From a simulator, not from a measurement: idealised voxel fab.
Process module, titled voxel lift off
Each square cell in cross-section cut measures 5 nm, and the section as a whole is 155 nm wide.
When this document writes out a cross-section, it uses a grid of square cells and lists it as bands, beginning at the top and moving down, with a band standing for one or more rows of cells.
Read a band's entry like this: the first values are the height of its top and the height of its bottom in nm, and what follows is the sequence of materials from left to right, each with its width in nm. Note that "air" is empty space, and that a single material marked "throughout" reaches across the band from edge to edge.
A quick word on heights: they are counted from 0, and under that level the wafer as it came to us is one material throughout. The lowest band is different from the rest in having no bottom; it simply continues downward, written as in "0 nm and below".
Width spec "30..40" -> top row of cells at first value, bottom row at second value, equal per-row change in between.
Basically "remains unaltered" means that step didn't change any cell in the cross-section.
Enclosed cavity list: empty space of 8 cells or more with no open way to the top, each as width x height at its distance from the left edge, in nm
Read whatever lies past the settings on a step's line as the simulator's own remark about the step.
Each step line may optionally specify "overlay nm", which for a step with a mask gives the rightward distance between the mask's planned place and where it lay, a negative value indicating the leftward direction.
**Process steps (planned)**
1: RECEIVE | material Si
2: CONFORMAL_DEP | material SiN | thk nm 10
3: PATTERN | tone open | mask id LINES | material resist | width nm 25 | pitch nm 40 | thk nm 30 | overlay nm 0
4: DIRECTIONAL_DEP | material Ru | thk nm 15
5: STRIP | etch materials resist
6: CONFORMAL_DEP | material SiCN | thk nm 5
**The first of the two wafers, which ran as planned**
**So this is the incoming wafer in cross-section - it's already been through step 1**
- 0 nm and below | Si throughout
- Enclosed cavity list: none
**Upon completion of step 2, the wafer appears in cross-section as shown**
- 10 nm to 0 nm | SiN throughout
- Below 0, no change.
**Upon completion of step 3, the wafer appears in cross-section as shown**
- 40 nm to 10 nm | resist (25) | air (25) | resist (15) | air (25) | resist (15) | air (25) | resist (25)
- Below 10, no change.
**Upon completion of step 4, the wafer appears in cross-section as shown**
- 55 nm to 40 nm | Ru (25) | air (25) | Ru (15) | air (25) | Ru (15) | air (25) | Ru (25)
- 40 nm to 25 nm | resist (25) | air (25) | resist (15) | air (25) | resist (15) | air (25) | resist (25)
- 25 nm to 10 nm | resist (25) | Ru (25) | resist (15) | Ru (25) | resist (15) | Ru (25) | resist (25)
- Below 10, no change.
**Upon completion of step 5, the wafer appears in cross-section as shown**
- 25 nm to 10 nm | air (25) | Ru (25) | air (15) | Ru (25) | air (15) | Ru (25) | air (25)
- Below 10, no change.
**Upon completion of step 6, the wafer appears in cross-section as shown**
- 30 nm to 25 nm | air (20) | SiCN (35) | air (5) | SiCN (35) | air (5) | SiCN (35) | air (20)
- 25 nm to 15 nm | air (20) | SiCN (5) | Ru (25) | SiCN (5) | air (5) | SiCN (5) | Ru (25) | SiCN (5) | air (5) | SiCN (5) | Ru (25) | SiCN (5) | air (20)
- 15 nm to 10 nm | SiCN (25) | Ru (25) | SiCN (15) | Ru (25) | SiCN (15) | Ru (25) | SiCN (25)
- Below 10, no change.
**Regarding the second of the two wafers: it shared the first wafer's starting condition and process plan, yet one error occurred during its execution. Its history coincides with that of the first wafer up to and including step 2**
**Second wafer, sectioned view, at step 3's planned end time**
- 40 nm to 10 nm | resist (30) | air (20) | resist (20) | air (20) | resist (20) | air (20) | resist (25)
- Below 10, no change.
**Second wafer, sectioned view, at step 4's planned end time**
- 55 nm to 40 nm | Ru (30) | air (20) | Ru (20) | air (20) | Ru (20) | air (20) | Ru (25)
- 40 nm to 25 nm | resist (30) | air (20) | resist (20) | air (20) | resist (20) | air (20) | resist (25)
- 25 nm to 10 nm | resist (30) | Ru (20) | resist (20) | Ru (20) | resist (20) | Ru (20) | resist (25)
- Below 10, no change.
**Second wafer, sectioned view, at step 5's planned end time**
- 25 nm to 10 nm | air (30) | Ru (20) | air (20) | Ru (20) | air (20) | Ru (20) | air (25)
- Below 10, no change.
**Second wafer, sectioned view, at step 6's planned end time**
- 30 nm to 25 nm | air (25) | SiCN (30) | air (10) | SiCN (30) | air (10) | SiCN (30) | air (20)
- 25 nm to 15 nm | air (25) | SiCN (5) | Ru (20) | SiCN (5) | air (10) | SiCN (5) | Ru (20) | SiCN (5) | air (10) | SiCN (5) | Ru (20) | SiCN (5) | air (20)
- 15 nm to 10 nm | SiCN (30) | Ru (20) | SiCN (20) | Ru (20) | SiCN (20) | Ru (20) | SiCN (25)
- Below 10, no change.
Error vs. plan: off-plan run, step 3, actual operation and settings PATTERN | tone open | mask id LINES | material resist | width nm 20 | pitch nm 40 | thk nm 30 | overlay nm 0
Upon completion, the second wafer contains, in terms of cells, a greater or smaller amount of certain materials than the first wafer: Ru: 9 fewer
